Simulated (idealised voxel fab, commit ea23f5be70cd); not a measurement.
process module | voxel local oxidation
cross-section cut | 255 nm wide | cells 5 nm
A cross-section is a grid of square cells, given in bands from the top down. A band is one or more rows of cells.
Each band's line starts with the height of the band's top and of its bottom, in nm. Then come its materials from left to right, each with its width in nm. One material with "throughout" fills the band from edge to edge. "air" is empty space.
Height 0 is the level under which the wafer as received is all one material. The lowest band goes on downwards, as in "0 down".
A width such as "30 to 40" changes by the same amount from each row of cells to the next, from the band's top row to its bottom row.
"no change" after a step means that no cell of the cross-section changed.
closed voids: empty space of 8 cells or more with no open way to the top, each as width x height at its distance from the left edge, in nm
after a step's settings: what the simulator itself notes on the step
overlay nm, on a step with a mask: how far to the right of its planned place the mask lay; to the left if negative
plan
1 op RECEIVE | material Si
2 op CONFORMAL_DEP | material SiO2 | thk nm 5
3 op CONFORMAL_DEP | material SiN | thk nm 10
4 op PATTERN | tone cover | mask id ACTIVE | material resist | width nm 95 | pitch nm 120 | thk nm 20 | overlay nm 0
5 op DIRECTIONAL_ETCH | etch materials SiN | depth nm 10
6 op STRIP | etch materials resist
7 op SELECTIVE_ETCH | etch materials SiO2 | depth nm 5
8 op OXIDIZE | depth nm 10
9 op STRIP | etch materials SiN
as received, after step 1
  0 down: Si throughout
  closed voids: none
first wafer at the end, as planned
  5 to 0: air 25 | SiO2 85 | air 35 | SiO2 85 | air 25
  0 to -10: SiO2 35 | Si 65 | SiO2 55 | Si 65 | SiO2 35
  -10 down: Si throughout
  closed voids: none
second wafer at the end: like start, like plan, one mistake
  5 to 0: air 25 | SiO2 85 | air 35 | SiO2 85 | air 25
  0 to -20: SiO2 45 | Si 45 | SiO2 75 | Si 45 | SiO2 45
  -20 down: Si throughout
  closed voids: none
what went wrong: step 8 ran as: op OXIDIZE | depth nm 20
at the end the second wafer has, in cells: 82 fewer of Si | 82 more of SiO2
